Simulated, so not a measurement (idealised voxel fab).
process module | voxel capacitor over wiring
cross-section cut | 235 nm wide | cells 5 nm
A cross-section is a grid of square cells, given in bands from the top down. A band is one or more rows of cells.
Each band's line starts with the height of the band's top and of its bottom, in nm. Then come its materials from left to right, each with its width in nm. One material with "throughout" fills the band from edge to edge. "air" is empty space.
Height 0 is the level under which the wafer as received is all one material. The lowest band goes on downwards, as in "0 down".
A width such as "30 to 40" changes by the same amount from each row of cells to the next, from the band's top row to its bottom row.
"no change" after a step means that no cell of the cross-section changed.
closed voids: empty space of 8 cells or more with no open way to the top, each as width x height at its distance from the left edge, in nm
after a step's settings: what the simulator itself notes on the step
overlay nm, on a step with a mask: how far to the right of its planned place the mask lay; to the left if negative
plan
1 op RECEIVE | material Si
2 op CONFORMAL_DEP | material SiO2 | thk nm 15
3 op DIRECTIONAL_DEP | material TiN | thk nm 5
4 op DIRECTIONAL_DEP | material W | thk nm 20
5 op MASKED_ETCH | tone cover | mask id METAL_1 | width nm 25 | pitch nm 95 | etch materials W | depth nm 20 | overlay nm 0
6 op MASKED_ETCH | tone cover | mask id METAL_1 | width nm 25 | pitch nm 95 | etch materials TiN | depth nm 5 | overlay nm 0
7 op CONFORMAL_DEP | material SiN | thk nm 5
8 op FILL_DEP | material lowk | thk nm 5
9 op CMP | height nm 40
10 op CONFORMAL_DEP | material SiCN | thk nm 5
11 op DIRECTIONAL_DEP | material SiO2 | thk nm 20
12 op MASKED_ETCH | tone open | mask id PLUG_1 | width nm 15 | etch materials SiO2 | depth nm 20 | overlay nm 0
13 op MASKED_ETCH | tone open | mask id PLUG_1 | width nm 15 | etch materials SiCN | depth nm 5 | overlay nm 0
14 op EPI | material Ru | thk nm 10
15 op EPI | material Ru | thk nm 10
16 op EPI | material Ru | thk nm 5
17 op DIRECTIONAL_DEP | material TiN | thk nm 10
18 op DIRECTIONAL_DEP | material Al2O3 | thk nm 5
19 op DIRECTIONAL_DEP | material TiN | thk nm 10
20 op DIRECTIONAL_DEP | material aC | thk nm 15
21 op PATTERN | tone cover | mask id UPPER_PLATE | material resist | width nm 75 | thk nm 35 | overlay nm 0
22 op DIRECTIONAL_ETCH | etch materials aC | depth nm 15
23 op STRIP | etch materials resist
24 op DIRECTIONAL_ETCH | etch materials TiN | depth nm 10
25 op DIRECTIONAL_ETCH | etch materials Al2O3 | depth nm 5
26 op STRIP | etch materials aC
27 op MASKED_ETCH | tone cover | mask id LOWER_PLATE | width nm 85 | etch materials TiN | depth nm 10 | overlay nm 0
28 op FILL_DEP | material SiO2 | thk nm 15
29 op CMP | height nm 100
30 op DIRECTIONAL_DEP | material aC | thk nm 10
31 op PATTERN | tone open | mask id PLUG_2 | material resist | width nm 15 | thk nm 25 | overlay nm 0
32 op DIRECTIONAL_ETCH | etch materials aC | depth nm 10
33 op STRIP | etch materials resist
34 op DIRECTIONAL_ETCH | etch materials SiO2 | depth nm 10
35 op STRIP | etch materials aC
36 op CONFORMAL_DEP | material TiN | thk nm 5
37 op FILL_DEP | material Ru | thk nm 10
38 op CMP | height nm 100
39 op CONFORMAL_DEP | material SiN | thk nm 5
first wafer, as planned
as received, after step 1
  0 down: Si throughout
  closed voids: none
after step 2
  15 to 0: SiO2 throughout
  below 0: unchanged
after step 3
  20 to 15: TiN throughout
  below 15: unchanged
after step 4
  40 to 20: W throughout
  below 20: unchanged
after step 5
  40 to 20: air 55 | W 25 | air 70 | W 25 | air 60
  below 20: unchanged
after step 6
  40 to 20: air 55 | W 25 | air 70 | W 25 | air 60
  20 to 15: air 55 | TiN 25 | air 70 | TiN 25 | air 60
  below 15: unchanged
after step 7
  45 to 40: air 50 | SiN 35 | air 60 | SiN 35 | air 55
  40 to 20: air 50 | SiN 5 | W 25 | SiN 5 | air 60 | SiN 5 | W 25 | SiN 5 | air 55
  20 to 15: SiN 55 | TiN 25 | SiN 70 | TiN 25 | SiN 60
  below 15: unchanged
after step 8
  50 to 45: lowk throughout
  45 to 40: lowk 50 | SiN 35 | lowk 60 | SiN 35 | lowk 55
  40 to 20: lowk 50 | SiN 5 | W 25 | SiN 5 | lowk 60 | SiN 5 | W 25 | SiN 5 | lowk 55
  below 20: unchanged
after step 9
  40 to 20: lowk 50 | SiN 5 | W 25 | SiN 5 | lowk 60 | SiN 5 | W 25 | SiN 5 | lowk 55
  below 20: unchanged
after step 10
  45 to 40: SiCN throughout
  below 40: unchanged
after step 11
  65 to 45: SiO2 throughout
  below 45: unchanged
after step 12
  65 to 45: SiO2 65 | air 15 | SiO2 155
  below 45: unchanged
after step 13
  65 to 45: SiO2 65 | air 15 | SiO2 155
  45 to 40: SiCN 65 | air 15 | SiCN 155
  below 40: unchanged
after step 14
  65 to 50: SiO2 65 | air 15 | SiO2 155
  50 to 45: SiO2 65 | Ru 15 | SiO2 155
  45 to 40: SiCN 65 | Ru 15 | SiCN 155
  below 40: unchanged
after step 15
  65 to 60: SiO2 65 | air 15 | SiO2 155
  60 to 45: SiO2 65 | Ru 15 | SiO2 155
  below 45: unchanged
after step 16
  65 to 45: SiO2 65 | Ru 15 | SiO2 155
  below 45: unchanged
after step 17
  75 to 65: TiN throughout
  below 65: unchanged
after step 18
  80 to 75: Al2O3 throughout
  below 75: unchanged
after step 19
  90 to 80: TiN throughout
  below 80: unchanged
after step 20
  105 to 90: aC throughout
  below 90: unchanged
after step 21
  140 to 105: air 65 | resist 75 | air 95
  below 105: unchanged
after step 22
  125 to 105: air 65 | resist 75 | air 95
  105 to 90: air 65 | aC 75 | air 95
  below 90: unchanged
after step 23
  105 to 90: air 65 | aC 75 | air 95
  below 90: unchanged
after step 24
  105 to 90: air 65 | aC 75 | air 95
  90 to 80: air 65 | TiN 75 | air 95
  below 80: unchanged
after step 25
  105 to 90: air 65 | aC 75 | air 95
  90 to 80: air 65 | TiN 75 | air 95
  80 to 75: air 65 | Al2O3 75 | air 95
  below 75: unchanged
after step 26
  90 to 80: air 65 | TiN 75 | air 95
  below 80: unchanged
after step 27
  90 to 80: air 65 | TiN 75 | air 95
  80 to 75: air 65 | Al2O3 75 | air 95
  75 to 65: air 60 | TiN 85 | air 90
  below 65: unchanged
after step 28
  105 to 90: SiO2 throughout
  90 to 80: SiO2 65 | TiN 75 | SiO2 95
  80 to 75: SiO2 65 | Al2O3 75 | SiO2 95
  75 to 65: SiO2 60 | TiN 85 | SiO2 90
  below 65: unchanged
after step 29
  100 to 90: SiO2 throughout
  below 90: unchanged
after step 30
  110 to 100: aC throughout
  below 100: unchanged
after step 31
  135 to 110: resist 75 | air 15 | resist 145
  below 110: unchanged
after step 32
  125 to 110: resist 75 | air 15 | resist 145
  110 to 100: aC 75 | air 15 | aC 145
  below 100: unchanged
after step 33
  110 to 100: aC 75 | air 15 | aC 145
  below 100: unchanged
after step 34
  110 to 100: aC 75 | air 15 | aC 145
  100 to 90: SiO2 75 | air 15 | SiO2 145
  below 90: unchanged
after step 35
  100 to 90: SiO2 75 | air 15 | SiO2 145
  below 90: unchanged
after step 36
  105 to 100: TiN 80 | air 5 | TiN 150
  100 to 95: SiO2 75 | TiN 5 | air 5 | TiN 5 | SiO2 145
  95 to 90: SiO2 75 | TiN 15 | SiO2 145
  below 90: unchanged
after step 37
  115 to 105: Ru throughout
  105 to 100: TiN 80 | Ru 5 | TiN 150
  100 to 95: SiO2 75 | TiN 5 | Ru 5 | TiN 5 | SiO2 145
  below 95: unchanged
after step 38
  100 to 95: SiO2 75 | TiN 5 | Ru 5 | TiN 5 | SiO2 145
  below 95: unchanged
after step 39
  105 to 100: SiN throughout
  below 100: unchanged
second wafer: like start, like plan, one mistake. Through step 10 it matches the first wafer
when step 11 should have ended
  85 to 45: SiO2 throughout
  below 45: unchanged
when step 12 should have ended
  85 to 65: SiO2 65 | air 15 | SiO2 155
  below 65: unchanged
when step 13 should have ended: no change
when step 14 should have ended: no change
when step 15 should have ended: no change
when step 16 should have ended: no change
when step 17 should have ended
  95 to 85: TiN 65 | air 15 | TiN 155
  85 to 75: SiO2 65 | air 15 | SiO2 155
  75 to 65: SiO2 65 | TiN 15 | SiO2 155
  below 65: unchanged
when step 18 should have ended
  100 to 95: Al2O3 65 | air 15 | Al2O3 155
  95 to 85: TiN 65 | air 15 | TiN 155
  85 to 80: SiO2 65 | air 15 | SiO2 155
  80 to 75: SiO2 65 | Al2O3 15 | SiO2 155
  below 75: unchanged
when step 19 should have ended
  110 to 100: TiN 65 | air 15 | TiN 155
  100 to 95: Al2O3 65 | air 15 | Al2O3 155
  95 to 90: TiN 65 | air 15 | TiN 155
  90 to 85: TiN throughout
  85 to 80: SiO2 65 | TiN 15 | SiO2 155
  below 80: unchanged
when step 20 should have ended
  125 to 110: aC 65 | air 15 | aC 155
  110 to 105: TiN 65 | air 15 | TiN 155
  105 to 100: TiN 65 | aC 15 | TiN 155
  100 to 95: Al2O3 65 | aC 15 | Al2O3 155
  95 to 90: TiN 65 | aC 15 | TiN 155
  below 90: unchanged
when step 21 should have ended
  160 to 125: air 65 | resist 75 | air 95
  125 to 110: aC 65 | resist 15 | aC 155
  110 to 105: TiN 65 | resist 15 | TiN 155
  below 105: unchanged
when step 22 should have ended
  145 to 125: air 65 | resist 75 | air 95
  125 to 110: air 65 | resist 15 | aC 60 | air 95
  below 110: unchanged
when step 23 should have ended
  125 to 110: air 80 | aC 60 | air 95
  110 to 105: TiN 65 | air 15 | TiN 155
  below 105: unchanged
when step 24 should have ended
  125 to 110: air 80 | aC 60 | air 95
  110 to 105: air 80 | TiN 60 | air 95
  105 to 100: air 65 | aC 15 | TiN 60 | air 95
  below 100: unchanged
when step 25 should have ended
  125 to 110: air 80 | aC 60 | air 95
  110 to 105: air 80 | TiN 60 | air 95
  105 to 100: air 65 | aC 15 | TiN 60 | air 95
  100 to 95: air 65 | aC 15 | Al2O3 60 | air 95
  below 95: unchanged
when step 26 should have ended
  110 to 100: air 80 | TiN 60 | air 95
  100 to 95: air 80 | Al2O3 60 | air 95
  95 to 90: TiN 65 | air 15 | TiN 155
  below 90: unchanged
when step 27 should have ended
  110 to 100: air 80 | TiN 60 | air 95
  100 to 95: air 80 | Al2O3 60 | air 95
  95 to 90: air 60 | TiN 5 | air 15 | TiN 65 | air 90
  90 to 85: air 60 | TiN 85 | air 90
  below 85: unchanged
when step 28 should have ended
  125 to 110: SiO2 throughout
  110 to 100: SiO2 80 | TiN 60 | SiO2 95
  100 to 95: SiO2 80 | Al2O3 60 | SiO2 95
  95 to 90: SiO2 60 | TiN 5 | SiO2 15 | TiN 65 | SiO2 90
  90 to 80: SiO2 60 to 65 | TiN 85 to 15 | SiO2 90 to 155
  below 80: unchanged
when step 29 should have ended
  100 to 95: SiO2 80 | Al2O3 60 | SiO2 95
  below 95: unchanged
when step 30 should have ended
  110 to 100: aC throughout
  below 100: unchanged
when step 31 should have ended
  135 to 110: resist 75 | air 15 | resist 145
  below 110: unchanged
when step 32 should have ended
  125 to 110: resist 75 | air 15 | resist 145
  110 to 100: aC 75 | air 15 | aC 145
  below 100: unchanged
when step 33 should have ended
  110 to 100: aC 75 | air 15 | aC 145
  below 100: unchanged
when step 34 should have ended
  110 to 100: aC 75 | air 15 | aC 145
  100 to 95: SiO2 75 | air 5 | Al2O3 60 | SiO2 95
  95 to 90: SiO2 60 | TiN 5 | SiO2 10 | air 5 | TiN 65 | SiO2 90
  below 90: unchanged
when step 35 should have ended
  100 to 95: SiO2 75 | air 5 | Al2O3 60 | SiO2 95
  below 95: unchanged
when step 36 should have ended
  105 to 100: TiN throughout
  100 to 95: SiO2 75 | TiN 5 | Al2O3 60 | SiO2 95
  95 to 90: SiO2 60 | TiN 5 | SiO2 10 | TiN 70 | SiO2 90
  below 90: unchanged
when step 37 should have ended
  115 to 105: Ru throughout
  below 105: unchanged
when step 38 should have ended
  100 to 95: SiO2 75 | TiN 5 | Al2O3 60 | SiO2 95
  below 95: unchanged
when step 39 should have ended
  105 to 100: SiN throughout
  below 100: unchanged
what went wrong: step 11 was run twice
at the end the second wafer has, in cells: 16 fewer of Ru | 3 more of SiCN | 40 more of SiO2 | 27 fewer of TiN
